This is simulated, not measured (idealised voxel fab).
Herein follows the process module entitled voxel transistor to metal.
For reference, the cross-section in this document is cut, with width 285 nm and square cells of 5 nm.
Notation: cross-section as square-cell grid; stated in bands, top first, going down; one or more cell rows per band. Band: top height; bottom height; in nm. Then, left to right: material with width in nm, for each material. "edge to edge": a single material spanning edge to edge. "empty": empty space. Heights are measured from 0, the level below which the as-received wafer is all one material; the lowest band has no bottom and continues downward, written as in "0 down". Graded width ("30..40"): value in top row of band = first number; value in bottom row = second number; row-to-row change constant. "changes: none" (step): cross-section cells unchanged, all of them. Entry "Unvented cavities". Content: empty spaces with no open connection to the top, size 8 cells or greater. Each: width x height at distance. Distance: from left edge. Unit: nm. On each step's line, the part that comes after the settings is the simulator's own comment on the step. overlay nm: how far to the right of its planned place the mask lay on this masked step (negative: to the left).
### plan
1 RECEIVE: material Si
2 CONFORMAL_DEP: material SiO2, thk nm 5
3 CONFORMAL_DEP: material SiN, thk nm 10
4 MASKED_ETCH: tone cover, mask id ACTIVE, width nm 95, pitch nm 125, etch materials SiN, depth nm 10, overlay nm 0
5 MASKED_ETCH: tone cover, mask id ACTIVE, width nm 95, pitch nm 125, etch materials SiO2, depth nm 5, overlay nm 0
6 MASKED_ETCH: tone cover, mask id ACTIVE, width nm 95, pitch nm 125, etch materials Si, depth nm 35, overlay nm 0
7 FILL_DEP: material SiO2, thk nm 10
8 CMP: height nm 15
9 SELECTIVE_ETCH: etch materials SiO2, depth nm 5
10 STRIP: etch materials SiN
11 SELECTIVE_ETCH: etch materials SiO2, depth nm 5
12 OXIDIZE: depth nm 5
13 DIRECTIONAL_DEP: material polySi, thk nm 20
14 DIRECTIONAL_DEP: material SiCN, thk nm 10
15 PATTERN: tone cover, mask id GATE, material resist, width nm 25, pitch nm 125, thk nm 20, overlay nm 0
16 DIRECTIONAL_ETCH: etch materials SiCN, depth nm 20
17 DIRECTIONAL_ETCH: etch materials polySi, depth nm 30
18 STRIP: etch materials resist
19 CONFORMAL_DEP: material SiN, thk nm 10
20 DIRECTIONAL_ETCH: etch materials SiN, depth nm 10
21 DIRECTIONAL_ETCH: etch materials SiO2, depth nm 5
22 DIRECTIONAL_ETCH: etch materials Si, depth nm 5
23 EPI: material SiGe, thk nm 10
24 FILL_DEP: material SiO2, thk nm 5
25 CMP: height nm 30
26 DIRECTIONAL_DEP: material SiO2, thk nm 10
27 MASKED_ETCH: tone open, mask id CONTACT, width nm 15, etch materials SiO2, depth nm 35, overlay nm 0
28 CONFORMAL_DEP: material TiN, thk nm 5
29 FILL_DEP: material Ru, thk nm 5
30 CMP: height nm 40
31 DIRECTIONAL_DEP: material TiN, thk nm 5
32 DIRECTIONAL_DEP: material Ru, thk nm 25
33 MASKED_ETCH: tone cover, mask id METAL_1, width nm 15, etch materials Ru, depth nm 25, overlay nm 0
34 MASKED_ETCH: tone cover, mask id METAL_1, width nm 15, etch materials TiN, depth nm 5, overlay nm 0
35 FILL_DEP: material lowk, thk nm 10
36 CMP: height nm 70
37 CONFORMAL_DEP: material SiN, thk nm 5
### Delivered wafer in cross-section: state after step 1
0 down | Si edge to edge
Unvented cavities: none
### End-of-module cross-section of the first of two wafers, processed as planned
75 to 70 | SiN edge to edge
70 to 45 | lowk (35), then Ru (15), then lowk (55), then Ru (15), then lowk (40), then Ru (15), then lowk (55), then Ru (15), then lowk (40)
45 to 40 | lowk (35), then TiN (15), then lowk (55), then TiN (15), then lowk (40), then TiN (15), then lowk (55), then TiN (15), then lowk (40)
40 to 30 | SiO2 (35), then TiN (5), then Ru (5), then TiN (5), then SiO2 (55), then TiN (5), then Ru (5), then TiN (5), then SiO2 (40), then TiN (5), then Ru (5), then TiN (5), then SiO2 (55), then TiN (5), then Ru (5), then TiN (5), then SiO2 (40)
30 to 20 | SiO2 (35), then TiN (5), then Ru (5), then TiN (5), then SiO2 (5), then SiN (10), then SiCN (25), then SiN (10), then SiO2 (5), then TiN (5), then Ru (5), then TiN (5), then SiO2 (40), then TiN (5), then Ru (5), then TiN (5), then SiO2 (5), then SiN (10), then SiCN (25), then SiN (10), then SiO2 (5), then TiN (5), then Ru (5), then TiN (5), then SiO2 (40)
20 to 10 | SiO2 (35), then TiN (5), then Ru (5), then TiN (5), then SiO2 (5), then SiN (10), then polySi (25), then SiN (10), then SiO2 (5), then TiN (5), then Ru (5), then TiN (5), then SiO2 (40), then TiN (5), then Ru (5), then TiN (5), then SiO2 (5), then SiN (10), then polySi (25), then SiN (10), then SiO2 (5), then TiN (5), then Ru (5), then TiN (5), then SiO2 (40)
10 to 5 | SiO2 (35), then TiN (15), then SiO2 (5), then SiN (10), then polySi (25), then SiN (10), then SiO2 (5), then TiN (15), then SiO2 (40), then TiN (15), then SiO2 (5), then SiN (10), then polySi (25), then SiN (10), then SiO2 (5), then TiN (15), then SiO2 (40)
5 to 0 | SiO2 (25), then SiN (10), then SiGe (20), then SiN (10), then polySi (25), then SiN (10), then SiGe (20), then SiN (10), then SiO2 (20), then SiN (10), then SiGe (20), then SiN (10), then polySi (25), then SiN (10), then SiGe (20), then SiN (10), then SiO2 (30)
0 to -5 | SiO2 (35), then SiGe (20), then SiO2 (45), then SiGe (20), then SiO2 (40), then SiGe (20), then SiO2 (45), then SiGe (20), then SiO2 (40)
-5 to -10 | SiO2 (30), then Si (5), then SiGe (20), then Si (45), then SiGe (20), then Si (5), then SiO2 (30), then Si (5), then SiGe (20), then Si (45), then SiGe (20), then Si (5), then SiO2 (35)
-10 to -35 | SiO2 (30), then Si (95), then SiO2 (30), then Si (95), then SiO2 (35)
-35 down | Si edge to edge
Unvented cavities: none
### Cross-section at end of module for the second wafer of two, which matched the first in starting point and plan and differed by one mistake in its processing
75 to 70 | SiN edge to edge
70 to 65 | lowk (35), then TiN (15), then lowk (55), then TiN (15), then lowk (40), then TiN (15), then lowk (55), then TiN (15), then lowk (40)
65 to 40 | Ru edge to edge
40 to 30 | SiO2 (35), then TiN (5), then Ru (5), then TiN (5), then SiO2 (55), then TiN (5), then Ru (5), then TiN (5), then SiO2 (40), then TiN (5), then Ru (5), then TiN (5), then SiO2 (55), then TiN (5), then Ru (5), then TiN (5), then SiO2 (40)
30 to 20 | SiO2 (35), then TiN (5), then Ru (5), then TiN (5), then SiO2 (5), then SiN (10), then SiCN (25), then SiN (10), then SiO2 (5), then TiN (5), then Ru (5), then TiN (5), then SiO2 (40), then TiN (5), then Ru (5), then TiN (5), then SiO2 (5), then SiN (10), then SiCN (25), then SiN (10), then SiO2 (5), then TiN (5), then Ru (5), then TiN (5), then SiO2 (40)
20 to 10 | SiO2 (35), then TiN (5), then Ru (5), then TiN (5), then SiO2 (5), then SiN (10), then polySi (25), then SiN (10), then SiO2 (5), then TiN (5), then Ru (5), then TiN (5), then SiO2 (40), then TiN (5), then Ru (5), then TiN (5), then SiO2 (5), then SiN (10), then polySi (25), then SiN (10), then SiO2 (5), then TiN (5), then Ru (5), then TiN (5), then SiO2 (40)
10 to 5 | SiO2 (35), then TiN (15), then SiO2 (5), then SiN (10), then polySi (25), then SiN (10), then SiO2 (5), then TiN (15), then SiO2 (40), then TiN (15), then SiO2 (5), then SiN (10), then polySi (25), then SiN (10), then SiO2 (5), then TiN (15), then SiO2 (40)
5 to 0 | SiO2 (25), then SiN (10), then SiGe (20), then SiN (10), then polySi (25), then SiN (10), then SiGe (20), then SiN (10), then SiO2 (20), then SiN (10), then SiGe (20), then SiN (10), then polySi (25), then SiN (10), then SiGe (20), then SiN (10), then SiO2 (30)
0 to -5 | SiO2 (35), then SiGe (20), then SiO2 (45), then SiGe (20), then SiO2 (40), then SiGe (20), then SiO2 (45), then SiGe (20), then SiO2 (40)
-5 to -10 | SiO2 (30), then Si (5), then SiGe (20), then Si (45), then SiGe (20), then Si (5), then SiO2 (30), then Si (5), then SiGe (20), then Si (45), then SiGe (20), then Si (5), then SiO2 (35)
-10 to -35 | SiO2 (30), then Si (95), then SiO2 (30), then Si (95), then SiO2 (35)
-35 down | Si edge to edge
Unvented cavities: none
Plan not followed: sequence error: steps 31 and 32 interchanged
Per the end-of-run cell counts, the second wafer holds more or fewer of some materials than the first: +225 Ru, -225 lowk
